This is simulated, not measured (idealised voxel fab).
The following process module bears the name voxel fin reveal.
Xsec cut, 255 nm wide, square cell size 5 nm.
Cross-section format: a grid of square cells, given as bands from top to bottom; each band is one or more rows of cells. Within each band entry, the heights of the top and of the bottom of the band appear first, in that order and in nm; the materials of the band then follow from left to right, each with its corresponding width in nm. The designation "all across" on a single material indicates that it fills the band from edge to edge; the designation "air" indicates empty space. Heights are reckoned from 0. Under this level, the received wafer is all of one material. The bottommost band is open-ended downward, for example "from 0 down". The width entry "30..40" should be interpreted row by row: the top row of cells in the band takes the first number, the bottom row takes the second number, and the change between adjacent rows is uniform throughout. The cross-section has no changed cell in any step marked "remained the same". Voids not open to the top, 8 cells minimum: see "Closed void inventory". Written width x height at distance; distance is from the left edge; nm. If you see something after the settings on a step's line, that's the simulator's own remark about that step. The line of a step may include "overlay nm". On a step with a mask, this value is how far to the right of its planned place the mask lay. A negative value means the mask lay to the left.
The steps planned for the process are as follows
| 1 | RECEIVE,material Si |
| 2 | CONFORMAL_DEP,material SiN,thk nm 5 |
| 3 | DIRECTIONAL_DEP,material aC,thk nm 10 |
| 4 | PATTERN,tone cover,mask id FINS,material resist,width nm 15,pitch nm 35,thk nm 25,overlay nm 0 |
| 5 | DIRECTIONAL_ETCH,etch materials aC,depth nm 10 |
| 6 | STRIP,etch materials resist |
| 7 | DIRECTIONAL_ETCH,etch materials SiN,depth nm 5 |
| 8 | DIRECTIONAL_ETCH,etch materials Si,depth nm 30 |
| 9 | STRIP,etch materials aC |
| 10 | FILL_DEP,material SiO2,thk nm 15 |
| 11 | CMP,height nm 5 |
| 12 | SELECTIVE_ETCH,etch materials SiO2,depth nm 15 |
| 13 | STRIP,etch materials SiN |
| 14 | CONFORMAL_DEP,material HfO2,thk nm 5 |
Cross-section of the wafer at receipt, which is the condition after step 1
> from 0 down  Si all across
> Closed void inventory: none
The module was run from the start shown above using the plan shown above, but one mistake was made doing it; the resulting wafer cross-section is below
> from 0 to -10  air 85, then Si 15, then air 20, then Si 15, then air 20, then Si 15, then air 85
> from -10 to -30  SiO2 85, then Si 15, then SiO2 20, then Si 15, then SiO2 20, then Si 15, then SiO2 85
> from -30 down  Si all across
> Closed void inventory: none
What was done differently from what was planned? step 14 of the plan got skipped, so it never ran
